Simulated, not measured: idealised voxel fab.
process module | voxel air gaps
cross-section cut | 300 nm wide | cells 5 nm
A cross-section is a grid of square cells, given in bands from the top down. A band is one or more rows of cells.
Each band's line starts with the height of the band's top and of its bottom, in nm. Then come its materials from left to right, each with its width in nm. One material with "throughout" fills the band from edge to edge. "air" is empty space.
Height 0 is the level under which the wafer as received is all one material. The lowest band goes on downwards, as in "0 down".
A width such as "30 to 40" changes by the same amount from each row of cells to the next, from the band's top row to its bottom row.
"no change" after a step means that no cell of the cross-section changed.
closed voids: empty space of 8 cells or more with no open way to the top, each as width x height at its distance from the left edge, in nm
after a step's settings: what the simulator itself notes on the step
overlay nm, on a step with a mask: how far to the right of its planned place the mask lay; to the left if negative
plan
1 op RECEIVE | material Si
2 op CONFORMAL_DEP | material SiO2 | thk nm 15
3 op CONFORMAL_DEP | material SiN | thk nm 5
4 op DIRECTIONAL_DEP | material lowk | thk nm 30
5 op MASKED_ETCH | tone open | mask id LINES | width nm 25 | pitch nm 55 | etch materials lowk | depth nm 30 | overlay nm 0
6 op CONFORMAL_DEP | material TiN | thk nm 5
7 op FILL_DEP | material Ru | thk nm 5
8 op CMP | height nm 50
9 op EPI | material Ru | thk nm 10
10 op SELECTIVE_ETCH | etch materials lowk | depth nm 40
11 op CONFORMAL_DEP | material SiN | thk nm 5
first wafer, as planned
as received, after step 1
  0 down: Si throughout
  closed voids: none
after step 2
  15 to 0: SiO2 throughout
  below 0: unchanged
after step 3
  20 to 15: SiN throughout
  below 15: unchanged
after step 4
  50 to 20: lowk throughout
  below 20: unchanged
after step 5
  50 to 20: lowk 80 | air 25 | lowk 30 | air 25 | lowk 30 | air 25 | lowk 85
  below 20: unchanged
after step 6
  55 to 50: TiN 85 | air 15 | TiN 40 | air 15 | TiN 40 | air 15 | TiN 90
  50 to 25: lowk 80 | TiN 5 | air 15 | TiN 5 | lowk 30 | TiN 5 | air 15 | TiN 5 | lowk 30 | TiN 5 | air 15 | TiN 5 | lowk 85
  25 to 20: lowk 80 | TiN 25 | lowk 30 | TiN 25 | lowk 30 | TiN 25 | lowk 85
  below 20: unchanged
after step 7
  60 to 55: Ru throughout
  55 to 50: TiN 85 | Ru 15 | TiN 40 | Ru 15 | TiN 40 | Ru 15 | TiN 90
  50 to 25: lowk 80 | TiN 5 | Ru 15 | TiN 5 | lowk 30 | TiN 5 | Ru 15 | TiN 5 | lowk 30 | TiN 5 | Ru 15 | TiN 5 | lowk 85
  below 25: unchanged
after step 8
  50 to 25: lowk 80 | TiN 5 | Ru 15 | TiN 5 | lowk 30 | TiN 5 | Ru 15 | TiN 5 | lowk 30 | TiN 5 | Ru 15 | TiN 5 | lowk 85
  below 25: unchanged
after step 9
  60 to 50: air 70 | Ru 45 | air 10 | Ru 45 | air 10 | Ru 45 | air 75
  below 50: unchanged
after step 10
  60 to 50: air 70 | Ru 45 | air 10 | Ru 45 | air 10 | Ru 45 | air 75
  50 to 25: air 80 | TiN 5 | Ru 15 | TiN 5 | air 30 | TiN 5 | Ru 15 | TiN 5 | air 30 | TiN 5 | Ru 15 | TiN 5 | air 85
  25 to 20: air 80 | TiN 25 | air 30 | TiN 25 | air 30 | TiN 25 | air 85
  below 20: unchanged
after step 11
  65 to 60: air 65 | SiN 165 | air 70
  60 to 50: air 65 | SiN 5 | Ru 45 | SiN 10 | Ru 45 | SiN 10 | Ru 45 | SiN 5 | air 70
  50 to 45: air 65 | SiN 15 | TiN 5 | Ru 15 | TiN 5 | SiN 30 | TiN 5 | Ru 15 | TiN 5 | SiN 30 | TiN 5 | Ru 15 | TiN 5 | SiN 15 | air 70
  45 to 25: air 75 | SiN 5 | TiN 5 | Ru 15 | TiN 5 | SiN 5 | air 20 | SiN 5 | TiN 5 | Ru 15 | TiN 5 | SiN 5 | air 20 | SiN 5 | TiN 5 | Ru 15 | TiN 5 | SiN 5 | air 80
  25 to 20: SiN 80 | TiN 25 | SiN 30 | TiN 25 | SiN 30 | TiN 25 | SiN 85
  below 20: unchanged
  closed voids: 20 x 20 at 110; 20 x 20 at 165
second wafer: like start, like plan, one mistake. Through step 1 it matches the first wafer
when step 2 should have ended
  30 to 0: SiO2 throughout
  below 0: unchanged
when step 3 should have ended
  35 to 30: SiN throughout
  below 30: unchanged
when step 4 should have ended
  65 to 35: lowk throughout
  below 35: unchanged
when step 5 should have ended
  65 to 35: lowk 80 | air 25 | lowk 30 | air 25 | lowk 30 | air 25 | lowk 85
  below 35: unchanged
when step 6 should have ended
  70 to 65: TiN 85 | air 15 | TiN 40 | air 15 | TiN 40 | air 15 | TiN 90
  65 to 40: lowk 80 | TiN 5 | air 15 | TiN 5 | lowk 30 | TiN 5 | air 15 | TiN 5 | lowk 30 | TiN 5 | air 15 | TiN 5 | lowk 85
  40 to 35: lowk 80 | TiN 25 | lowk 30 | TiN 25 | lowk 30 | TiN 25 | lowk 85
  below 35: unchanged
when step 7 should have ended
  75 to 70: Ru throughout
  70 to 65: TiN 85 | Ru 15 | TiN 40 | Ru 15 | TiN 40 | Ru 15 | TiN 90
  65 to 40: lowk 80 | TiN 5 | Ru 15 | TiN 5 | lowk 30 | TiN 5 | Ru 15 | TiN 5 | lowk 30 | TiN 5 | Ru 15 | TiN 5 | lowk 85
  below 40: unchanged
when step 8 should have ended
  50 to 40: lowk 80 | TiN 5 | Ru 15 | TiN 5 | lowk 30 | TiN 5 | Ru 15 | TiN 5 | lowk 30 | TiN 5 | Ru 15 | TiN 5 | lowk 85
  below 40: unchanged
when step 9 should have ended
  60 to 50: air 70 | Ru 45 | air 10 | Ru 45 | air 10 | Ru 45 | air 75
  below 50: unchanged
when step 10 should have ended
  60 to 50: air 70 | Ru 45 | air 10 | Ru 45 | air 10 | Ru 45 | air 75
  50 to 40: air 80 | TiN 5 | Ru 15 | TiN 5 | air 30 | TiN 5 | Ru 15 | TiN 5 | air 30 | TiN 5 | Ru 15 | TiN 5 | air 85
  40 to 35: air 80 | TiN 25 | air 30 | TiN 25 | air 30 | TiN 25 | air 85
  below 35: unchanged
when step 11 should have ended
  65 to 60: air 65 | SiN 165 | air 70
  60 to 50: air 65 | SiN 5 | Ru 45 | SiN 10 | Ru 45 | SiN 10 | Ru 45 | SiN 5 | air 70
  50 to 45: air 65 | SiN 15 | TiN 5 | Ru 15 | TiN 5 | SiN 30 | TiN 5 | Ru 15 | TiN 5 | SiN 30 | TiN 5 | Ru 15 | TiN 5 | SiN 15 | air 70
  45 to 40: air 75 | SiN 5 | TiN 5 | Ru 15 | TiN 5 | SiN 5 | air 20 | SiN 5 | TiN 5 | Ru 15 | TiN 5 | SiN 5 | air 20 | SiN 5 | TiN 5 | Ru 15 | TiN 5 | SiN 5 | air 80
  40 to 35: SiN 80 | TiN 25 | SiN 30 | TiN 25 | SiN 30 | TiN 25 | SiN 85
  below 35: unchanged
what went wrong: step 2 was run twice
at the end the second wafer has, in cells: 27 fewer of Ru | 18 fewer of SiN | 180 more of SiO2 | 18 fewer of TiN
closed voids at the end (first wafer, second wafer): 2, 0
